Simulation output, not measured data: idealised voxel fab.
Process module heading - voxel self aligned vias
Square cell edge 5 nm, section width 140 nm, ID cut.
Cross-section format: a grid of square cells, given as bands from top to bottom; each band is one or more rows of cells. Heads up on the band format: heights come first, top then bottom, in nm. After that it's the materials left to right, each with its width in nm. A single material flagged "everywhere" fills the whole band edge to edge, and "blank" means there's empty space there. For the purposes of this specification, 0 denotes the height below which the wafer in its as-received condition is composed wholly of one material, and the lowermost band, lacking a lower limit, extends downward without end, as expressed in "0..down". It should be noted that a width expressed as "30 to 40" varies in equal increments from row to row of cells within the band, taking the value of the first number at the top row and that of the second number at the bottom row. The cross-section has no changed cell in any step marked "no modifications". Closed empty spaces (no open way to the top) of 8 cells or more are what "Fully sealed cavities" lists, each as width x height at distance from the left edge, nm for all three. Past the settings on a step's line: simulator remark, on that step. The line of a step may include "overlay nm". On a step with a mask, this value is how far to the right of its planned place the mask lay. A negative value means the mask lay to the left.
Set out below are the planned steps of the process
1,RECEIVE | material Si
2,CONFORMAL_DEP | material SiO2 | thk nm 15
3,CONFORMAL_DEP | material SiCN | thk nm 5
4,DIRECTIONAL_DEP | material SiO2 | thk nm 20
5,MASKED_ETCH | tone open | mask id LINES | width nm 25 | pitch nm 50 | etch materials SiO2 | depth nm 20 | overlay nm 0
6,CONFORMAL_DEP | material TiN | thk nm 5
7,FILL_DEP | material W | thk nm 10
8,CMP | height nm 40
9,SELECTIVE_ETCH | etch materials W Ru TiN | depth nm 10
10,FILL_DEP | material SiN | thk nm 5
11,CMP | height nm 40
12,DIRECTIONAL_DEP | material SiO2 | thk nm 15
13,PATTERN | tone open | mask id VIAS | material resist | width nm 35 | thk nm 20 | overlay nm -10
14,DIRECTIONAL_ETCH | etch materials SiO2 | depth nm 15
15,DIRECTIONAL_ETCH | etch materials SiN | depth nm 10
16,STRIP | etch materials resist
17,CONFORMAL_DEP | material TiN | thk nm 5
18,FILL_DEP | material Cu | thk nm 10
19,CMP | height nm 55
20,CONFORMAL_DEP | material SiN | thk nm 5
The wafers are alike at the start. At step 13, their overlay nm differs. The plan lists the first wafer's value.
Cut through the first of several wafers as received, post step 1
  0..down: Si everywhere
  Fully sealed cavities: none
End of module: cross-section of the first of several wafers after step 20, the last step
  60..55: SiN everywhere
  55..45: 15 of SiO2, 5 of TiN, 25 of Cu, 5 of TiN, 90 of SiO2
  45..40: 15 of SiO2, 20 of TiN, 10 of Cu, 5 of TiN, 90 of SiO2
  40..35: 30 of SiO2, 5 of TiN, 10 of Cu, 5 of TiN, 5 of SiN, 25 of SiO2, 25 of SiN, 35 of SiO2
  35..30: 30 of SiO2, 20 of TiN, 5 of SiN, 25 of SiO2, 25 of SiN, 35 of SiO2
  30..25: 30 of SiO2, 5 of TiN, 15 of W, 5 of TiN, 25 of SiO2, 5 of TiN, 15 of W, 5 of TiN, 35 of SiO2
  25..20: 30 of SiO2, 25 of TiN, 25 of SiO2, 25 of TiN, 35 of SiO2
  20..15: SiCN everywhere
  15..0: SiO2 everywhere
  0..down: Si everywhere
  Fully sealed cavities: none
Last wafer at the end
  60..55: SiN everywhere
  55..45: 40 of SiO2, 5 of TiN, 25 of Cu, 5 of TiN, 65 of SiO2
  45..40: 40 of SiO2, 5 of TiN, 5 of Cu, 25 of TiN, 65 of SiO2
  40..35: 30 of SiO2, 10 of SiN, 5 of TiN, 5 of Cu, 5 of TiN, 25 of SiO2, 25 of SiN, 35 of SiO2
  35..30: 30 of SiO2, 10 of SiN, 15 of TiN, 25 of SiO2, 25 of SiN, 35 of SiO2
  30..25: 30 of SiO2, 5 of TiN, 15 of W, 5 of TiN, 25 of SiO2, 5 of TiN, 15 of W, 5 of TiN, 35 of SiO2
  25..20: 30 of SiO2, 25 of TiN, 25 of SiO2, 25 of TiN, 35 of SiO2
  20..15: SiCN everywhere
  15..0: SiO2 everywhere
  0..down: Si everywhere
  Fully sealed cavities: none
Each row below is a wafer at the end of the module, listing for every material the number of cells it has gained (+) or lost (-) since it was received, followed by its closed voids
overlay nm -10 | +14 Cu | +28 SiCN | +40 SiN | +219 SiO2 | +29 TiN | +6 W | Fully sealed cavities: none
overlay nm -5 | +16 Cu | +28 SiCN | +38 SiN | +219 SiO2 | +29 TiN | +6 W | Fully sealed cavities: none
overlay nm 0 | +16 Cu | +28 SiCN | +38 SiN | +219 SiO2 | +29 TiN | +6 W | Fully sealed cavities: none
overlay nm 5 | +16 Cu | +28 SiCN | +38 SiN | +219 SiO2 | +29 TiN | +6 W | Fully sealed cavities: none
overlay nm 10 | +14 Cu | +28 SiCN | +40 SiN | +219 SiO2 | +29 TiN | +6 W | Fully sealed cavities: none
overlay nm 15 | +12 Cu | +28 SiCN | +42 SiN | +219 SiO2 | +29 TiN | +6 W | Fully sealed cavities: none
